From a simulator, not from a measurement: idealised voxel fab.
Module name: voxel lift off (process module)
295 nm wide, 5 nm square cells: that's cross-section cut.
A cross-section in this document is a grid of square cells, and it is written down as bands, the top band listed before the ones below it; a band is made up of one or more rows of cells. The band entry comprises the height of the band's top followed by the height of its bottom, expressed in nm, and subsequently the band's materials from left to right, each stated together with its width in nm. Where a single material is marked with the word "throughout", that material fills the band from edge to edge. The word "blank" represents empty space. Beneath 0, the wafer as received is one material, and that level is where height counting begins. The lowest band goes on downward without a bottom; it is written like "z 0 and below". The two numbers in a width such as "30..40" mark its ends across the band: the first belongs to the top row of cells, the second to the bottom row, and from each row to the next the width moves by the same amount. "nothing got changed" (step): cross-section cells unchanged, all of them. Reported under the label "Fully closed voids" are the empty spaces having no open way to the top and comprising 8 cells or more; the notation for each is width x height at distance, in which the distance is measured from the left edge and all three values are in nm. Heads up: the bit after the settings on a step's line is the simulator's remark on that step. For masked steps, "overlay nm" on the step line gives how far right of plan the mask actually lay; a minus sign means it lay to the left.

### Below is the list of planned process steps
1. RECEIVE | material Si
2. CONFORMAL_DEP | material Al2O3 | thk nm 5
3. PATTERN | tone open | mask id LINES | material resist | width nm 30 | pitch nm 50 | thk nm 30 | overlay nm -15
4. DIRECTIONAL_DEP | material Ru | thk nm 15
5. STRIP | etch materials resist
6. CONFORMAL_DEP | material SiCN | thk nm 5
Quick note for whoever runs this: the wafers start identical, but the overlay nm at step 3 isn't the same across them. The plan just shows what the first wafer had.

### Cross-section of the first of several wafers as received (after step 1)
	z 0 and below  Si throughout
	Fully closed voids: none

### First wafer of several, cross-section, module end, after step 6 (last)
	z 25 to 20  85 of blank, 40 of SiCN, 10 of blank, 40 of SiCN, 120 of blank
	z 20 to 10  85 of blank, 5 of SiCN, 30 of Ru, 5 of SiCN, 10 of blank, 5 of SiCN, 30 of Ru, 5 of SiCN, 120 of blank
	z 10 to 5  90 of SiCN, 30 of Ru, 20 of SiCN, 30 of Ru, 125 of SiCN
	z 5 to 0  Al2O3 throughout
	z 0 and below  Si throughout
	Fully closed voids: none

### Last-wafer cross-section at the end of the module
	z 25 to 20  115 of blank, 40 of SiCN, 10 of blank, 40 of SiCN, 90 of blank
	z 20 to 10  115 of blank, 5 of SiCN, 30 of Ru, 5 of SiCN, 10 of blank, 5 of SiCN, 30 of Ru, 5 of SiCN, 90 of blank
	z 10 to 5  120 of SiCN, 30 of Ru, 20 of SiCN, 30 of Ru, 95 of SiCN
	z 5 to 0  Al2O3 throughout
	z 0 and below  Si throughout
	Fully closed voids: none

### Below is a per-wafer table. In it, each row describes the wafer at the end of the module by giving, for each material, the number of cells gained (+) or lost (-) since the wafer was received, and after that the closed voids of the wafer
overlay nm -15, +59 Al2O3, +36 Ru, +71 SiCN, Fully closed voids: none
overlay nm -10, +59 Al2O3, +36 Ru, +71 SiCN, Fully closed voids: none
overlay nm -5, +59 Al2O3, +36 Ru, +71 SiCN, Fully closed voids: none
overlay nm 0, +59 Al2O3, +36 Ru, +71 SiCN, Fully closed voids: none
overlay nm 5, +59 Al2O3, +36 Ru, +71 SiCN, Fully closed voids: none
overlay nm 10, +59 Al2O3, +36 Ru, +71 SiCN, Fully closed voids: none
overlay nm 15, +59 Al2O3, +36 Ru, +71 SiCN, Fully closed voids: none
